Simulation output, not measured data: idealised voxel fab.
process module | voxel wiring stack
cross-section cut | 155 nm wide | cells 5 nm
A cross-section is a grid of square cells, given in bands from the top down. A band is one or more rows of cells.
Each band's line starts with the height of the band's top and of its bottom, in nm. Then come its materials from left to right, each with its width in nm. One material with "throughout" fills the band from edge to edge. "air" is empty space.
Height 0 is the level under which the wafer as received is all one material. The lowest band goes on downwards, as in "0 down".
A width such as "30 to 40" changes by the same amount from each row of cells to the next, from the band's top row to its bottom row.
"no change" after a step means that no cell of the cross-section changed.
closed voids: empty space of 8 cells or more with no open way to the top, each as width x height at its distance from the left edge, in nm
after a step's settings: what the simulator itself notes on the step
overlay nm, on a step with a mask: how far to the right of its planned place the mask lay; to the left if negative
plan
1 op RECEIVE | material Si
2 op CONFORMAL_DEP | material SiO2 | thk nm 10
3 op DIRECTIONAL_DEP | material TiN | thk nm 5
4 op DIRECTIONAL_DEP | material Ru | thk nm 25
5 op DIRECTIONAL_DEP | material aC | thk nm 15
6 op PATTERN | tone cover | mask id METAL_1 | material resist | width nm 20 | pitch nm 50 | thk nm 35 | overlay nm 0
7 op DIRECTIONAL_ETCH | etch materials aC | depth nm 15
8 op STRIP | etch materials resist
9 op DIRECTIONAL_ETCH | etch materials Ru | depth nm 25
10 op DIRECTIONAL_ETCH | etch materials TiN | depth nm 5
11 op STRIP | etch materials aC
12 op CONFORMAL_DEP | material SiCN | thk nm 5
13 op FILL_DEP | material SiO2 | thk nm 10
14 op CMP | height nm 40
15 op CONFORMAL_DEP | material SiCN | thk nm 5
16 op DIRECTIONAL_DEP | material SiO2 | thk nm 30
17 op MASKED_ETCH | tone open | mask id METAL_2 | width nm 20 | pitch nm 50 | etch materials SiO2 | depth nm 20 | overlay nm 0
18 op PATTERN | tone open | mask id METAL_2_HOLES | material resist | width nm 15 | pitch nm 100 | thk nm 20 | overlay nm 0
19 op DIRECTIONAL_ETCH | etch materials SiO2 | depth nm 10
20 op DIRECTIONAL_ETCH | etch materials SiCN | depth nm 5
21 op STRIP | etch materials resist
22 op CONFORMAL_DEP | material TiN | thk nm 5
23 op FILL_DEP | material Cu | thk nm 10
24 op CMP | height nm 75
25 op CONFORMAL_DEP | material SiCN | thk nm 5
varied across the wafers: thk nm of step 15. The plan shows the first wafer's value. All wafers start alike
first wafer as received, after step 1
  0 down: Si throughout
  closed voids: none
first wafer at the end, after step 25
  80 to 75: SiCN throughout
  75 to 60: SiO2 15 | TiN 5 | Cu 10 | TiN 5 | SiO2 30 | TiN 5 | Cu 10 | TiN 5 | SiO2 30 | TiN 5 | Cu 10 | TiN 5 | SiO2 20
  60 to 55: SiO2 15 | TiN 5 | Cu 5 | TiN 10 | SiO2 30 | TiN 20 | SiO2 30 | TiN 5 | Cu 5 | TiN 10 | SiO2 20
  55 to 45: SiO2 15 | TiN 5 | Cu 5 | TiN 5 | SiO2 85 | TiN 5 | Cu 5 | TiN 5 | SiO2 25
  45 to 40: SiCN 15 | TiN 15 | SiCN 85 | TiN 15 | SiCN 25
  40 to 15: SiO2 10 | SiCN 5 | Ru 20 | SiCN 5 | SiO2 20 | SiCN 5 | Ru 20 | SiCN 5 | SiO2 20 | SiCN 5 | Ru 20 | SiCN 5 | SiO2 15
  15 to 10: SiCN 15 | TiN 20 | SiCN 30 | TiN 20 | SiCN 30 | TiN 20 | SiCN 20
  10 to 0: SiO2 throughout
  0 down: Si throughout
  closed voids: none
last wafer at the end
  80 to 75: SiCN throughout
  75 to 70: SiO2 15 | TiN 5 | Cu 5 | TiN 10 | SiO2 30 | TiN 20 | SiO2 30 | TiN 5 | Cu 5 | TiN 10 | SiO2 20
  70 to 60: SiO2 15 | TiN 5 | Cu 5 | TiN 5 | SiO2 85 | TiN 5 | Cu 5 | TiN 5 | SiO2 25
  60 to 55: SiCN 15 | TiN 15 | SiCN 85 | TiN 15 | SiCN 25
  55 to 40: SiCN throughout
  40 to 15: SiO2 10 | SiCN 5 | Ru 20 | SiCN 5 | SiO2 20 | SiCN 5 | Ru 20 | SiCN 5 | SiO2 20 | SiCN 5 | Ru 20 | SiCN 5 | SiO2 15
  15 to 10: SiCN 15 | TiN 20 | SiCN 30 | TiN 20 | SiCN 30 | TiN 20 | SiCN 20
  10 to 0: SiO2 throughout
  0 down: Si throughout
  closed voids: none
each wafer at the end: cells of each material gained (+) or lost (-) since it was received, then its closed voids
thk nm 5 | +24 Cu | +60 Ru | +105 SiCN | +253 SiO2 | +54 TiN | closed voids: none
thk nm 10 | +18 Cu | +60 Ru | +136 SiCN | +234 SiO2 | +48 TiN | closed voids: none
thk nm 15 | +12 Cu | +60 Ru | +167 SiCN | +215 SiO2 | +42 TiN | closed voids: none
thk nm 20 | +6 Cu | +60 Ru | +198 SiCN | +196 SiO2 | +36 TiN | closed voids: none
